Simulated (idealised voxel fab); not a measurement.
Documented hereafter: the process module known as voxel trench capacitor.
It is cross-section cut that appears here, measuring 285 nm in width, its square cells being 5 nm in size.
A cross-section in this document is a grid of square cells, and it is written down as bands, the top band listed before the ones below it; a band is made up of one or more rows of cells.
The band entry comprises the height of the band's top followed by the height of its bottom, expressed in nm, and subsequently the band's materials from left to right, each stated together with its width in nm. Where a single material is marked with the word "edge to edge", that material fills the band from edge to edge. The word "blank" represents empty space.
Heads up on the height convention: 0 is the point under which the incoming wafer is all one material, and the lowest band has no bottom, it just keeps going down, like "0 -> down".
Width spec "30 to 40" -> top row of cells at first value, bottom row at second value, equal per-row change in between.
"nothing different" -> step changed no cross-section cell.
Any empty space of 8 cells or more lacking an open way to the top shows up in "Fully closed voids" as width x height at distance, distance from the left edge, in nm.
If you see something after the settings on a step's line, that's the simulator's own remark about that step.
The optional step-line setting "overlay nm" applies to steps with a mask and quantifies how far to the right of its planned location the mask lay, a negative value indicating leftward placement.

[List of planned process steps]
1: RECEIVE (material Si)
2: CONFORMAL_DEP (material SiN; thk nm 10)
3: MASKED_ETCH (tone open; mask id TRENCH; width nm 15; pitch nm 35; etch materials SiN; depth nm 10; overlay nm 0)
4: MASKED_ETCH (tone open; mask id TRENCH; width nm 15; pitch nm 35; etch materials Si; depth nm 25; overlay nm 0)
5: CONFORMAL_DEP (material Al2O3; thk nm 5)
6: FILL_DEP (material polySi; thk nm 10)
7: CMP (height nm 10)

[The first of a set of two wafers, run to plan]

[Cross-section of the incoming wafer, state after step 1]
> 0 -> down = Si edge to edge
> Fully closed voids: none

[The following cross-section depicts the wafer upon completion of step 2]
> 10 -> 0 = SiN edge to edge
> Under 0: no change, same as before.

[The following cross-section depicts the wafer upon completion of step 3]
> 10 -> 0 = SiN: 115 / blank: 15 / SiN: 20 / blank: 15 / SiN: 120
> Under 0: no change, same as before.

[The following cross-section depicts the wafer upon completion of step 4]
> 10 -> 0 = SiN: 115 / blank: 15 / SiN: 20 / blank: 15 / SiN: 120
> 0 -> -25 = Si: 115 / blank: 15 / Si: 20 / blank: 15 / Si: 120
> Under -25: no change, same as before.

[The following cross-section depicts the wafer upon completion of step 5]
> 15 -> 10 = Al2O3: 120 / blank: 5 / Al2O3: 30 / blank: 5 / Al2O3: 125
> 10 -> 0 = SiN: 115 / Al2O3: 5 / blank: 5 / Al2O3: 5 / SiN: 20 / Al2O3: 5 / blank: 5 / Al2O3: 5 / SiN: 120
> 0 -> -20 = Si: 115 / Al2O3: 5 / blank: 5 / Al2O3: 5 / Si: 20 / Al2O3: 5 / blank: 5 / Al2O3: 5 / Si: 120
> -20 -> -25 = Si: 115 / Al2O3: 15 / Si: 20 / Al2O3: 15 / Si: 120
> Under -25: no change, same as before.

[The following cross-section depicts the wafer upon completion of step 6]
> 25 -> 15 = polySi edge to edge
> 15 -> 10 = Al2O3: 120 / polySi: 5 / Al2O3: 30 / polySi: 5 / Al2O3: 125
> 10 -> 0 = SiN: 115 / Al2O3: 5 / polySi: 5 / Al2O3: 5 / SiN: 20 / Al2O3: 5 / polySi: 5 / Al2O3: 5 / SiN: 120
> 0 -> -20 = Si: 115 / Al2O3: 5 / polySi: 5 / Al2O3: 5 / Si: 20 / Al2O3: 5 / polySi: 5 / Al2O3: 5 / Si: 120
> Under -20: no change, same as before.

[The following cross-section depicts the wafer upon completion of step 7]
> 10 -> 0 = SiN: 115 / Al2O3: 5 / polySi: 5 / Al2O3: 5 / SiN: 20 / Al2O3: 5 / polySi: 5 / Al2O3: 5 / SiN: 120
> Under 0: no change, same as before.

[Wafer two of the pair: same origin, same plan, one error during the run; identical to wafer one up to and including step 2]

[when step 3 should have ended]
> 10 -> 0 = SiN: 115 / blank: 20 / SiN: 15 / blank: 20 / SiN: 115
> Under 0: no change, same as before.

[when step 4 should have ended]
> 10 -> 0 = SiN: 115 / blank: 20 / SiN: 15 / blank: 20 / SiN: 115
> 0 -> -25 = Si: 115 / blank: 15 / Si: 20 / blank: 15 / Si: 120
> Under -25: no change, same as before.

[when step 5 should have ended]
> 15 -> 10 = Al2O3: 120 / blank: 10 / Al2O3: 25 / blank: 10 / Al2O3: 120
> 10 -> 0 = SiN: 115 / Al2O3: 5 / blank: 10 to 5 / Al2O3: 5 to 10 / SiN: 15 / Al2O3: 5 / blank: 10 to 5 / Al2O3: 5 to 10 / SiN: 115
> 0 -> -20 = Si: 115 / Al2O3: 5 / blank: 5 / Al2O3: 5 / Si: 20 / Al2O3: 5 / blank: 5 / Al2O3: 5 / Si: 120
> -20 -> -25 = Si: 115 / Al2O3: 15 / Si: 20 / Al2O3: 15 / Si: 120
> Under -25: no change, same as before.

[when step 6 should have ended]
> 25 -> 15 = polySi edge to edge
> 15 -> 10 = Al2O3: 120 / polySi: 10 / Al2O3: 25 / polySi: 10 / Al2O3: 120
> 10 -> 0 = SiN: 115 / Al2O3: 5 / polySi: 10 to 5 / Al2O3: 5 to 10 / SiN: 15 / Al2O3: 5 / polySi: 10 to 5 / Al2O3: 5 to 10 / SiN: 115
> 0 -> -20 = Si: 115 / Al2O3: 5 / polySi: 5 / Al2O3: 5 / Si: 20 / Al2O3: 5 / polySi: 5 / Al2O3: 5 / Si: 120
> Under -20: no change, same as before.

[when step 7 should have ended]
> 10 -> 0 = SiN: 115 / Al2O3: 5 / polySi: 10 to 5 / Al2O3: 5 to 10 / SiN: 15 / Al2O3: 5 / polySi: 10 to 5 / Al2O3: 5 to 10 / SiN: 115
> Under 0: no change, same as before.
Which mistake was made when the wafer was run? step 3 went in with a setting other than planned; the actual run was MASKED_ETCH (tone open; mask id TRENCH; width nm 20; pitch nm 35; etch materials SiN; depth nm 10; overlay nm 0)
Materials where the second wafer ends with more or fewer cells than the first: 2 more of Al2O3; 4 fewer of SiN; 2 more of polySi
